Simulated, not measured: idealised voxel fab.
process module | voxel plated lines
cross-section cut | 265 nm wide | cells 5 nm
A cross-section is a grid of square cells, given in bands from the top down. A band is one or more rows of cells.
Each band's line starts with the height of the band's top and of its bottom, in nm. Then come its materials from left to right, each with its width in nm. One material with "throughout" fills the band from edge to edge. "air" is empty space.
Height 0 is the level under which the wafer as received is all one material. The lowest band goes on downwards, as in "0 down".
A width such as "30 to 40" changes by the same amount from each row of cells to the next, from the band's top row to its bottom row.
"no change" after a step means that no cell of the cross-section changed.
closed voids: empty space of 8 cells or more with no open way to the top, each as width x height at its distance from the left edge, in nm
after a step's settings: what the simulator itself notes on the step
overlay nm, on a step with a mask: how far to the right of its planned place the mask lay; to the left if negative
plan
1 op RECEIVE | material Si
2 op CONFORMAL_DEP | material Al2O3 | thk nm 10
3 op DIRECTIONAL_DEP | material TiN | thk nm 5
4 op PATTERN | tone open | mask id LINES | material resist | width nm 25 | pitch nm 45 | thk nm 20 | overlay nm 0
5 op EPI | material Ru | thk nm 5
6 op STRIP | etch materials resist
7 op DIRECTIONAL_ETCH | etch materials TiN | depth nm 5
8 op CONFORMAL_DEP | material SiCN | thk nm 10
as received, after step 1
  0 down: Si throughout
  closed voids: none
first wafer at the end, as planned
  30 to 20: air 85 | SiCN 90 | air 90
  20 to 15: SiCN 95 | Ru 25 | SiCN 20 | Ru 25 | SiCN 100
  15 to 10: SiCN 95 | TiN 25 | SiCN 20 | TiN 25 | SiCN 100
  10 to 0: Al2O3 throughout
  0 down: Si throughout
  closed voids: none
second wafer at the end: like start, like plan, one mistake
  30 to 20: air 85 | SiCN 95 | air 85
  20 to 15: SiCN 95 | Ru 30 | SiCN 15 | Ru 30 | SiCN 95
  15 to 10: SiCN 95 | TiN 30 | SiCN 15 | TiN 30 | SiCN 95
  10 to 0: Al2O3 throughout
  0 down: Si throughout
  closed voids: none
what went wrong: step 4 ran as: op PATTERN | tone open | mask id LINES | material resist | width nm 30 | pitch nm 45 | thk nm 20 | overlay nm 0
at the end the second wafer has, in cells: 2 more of Ru | 2 fewer of SiCN | 2 more of TiN
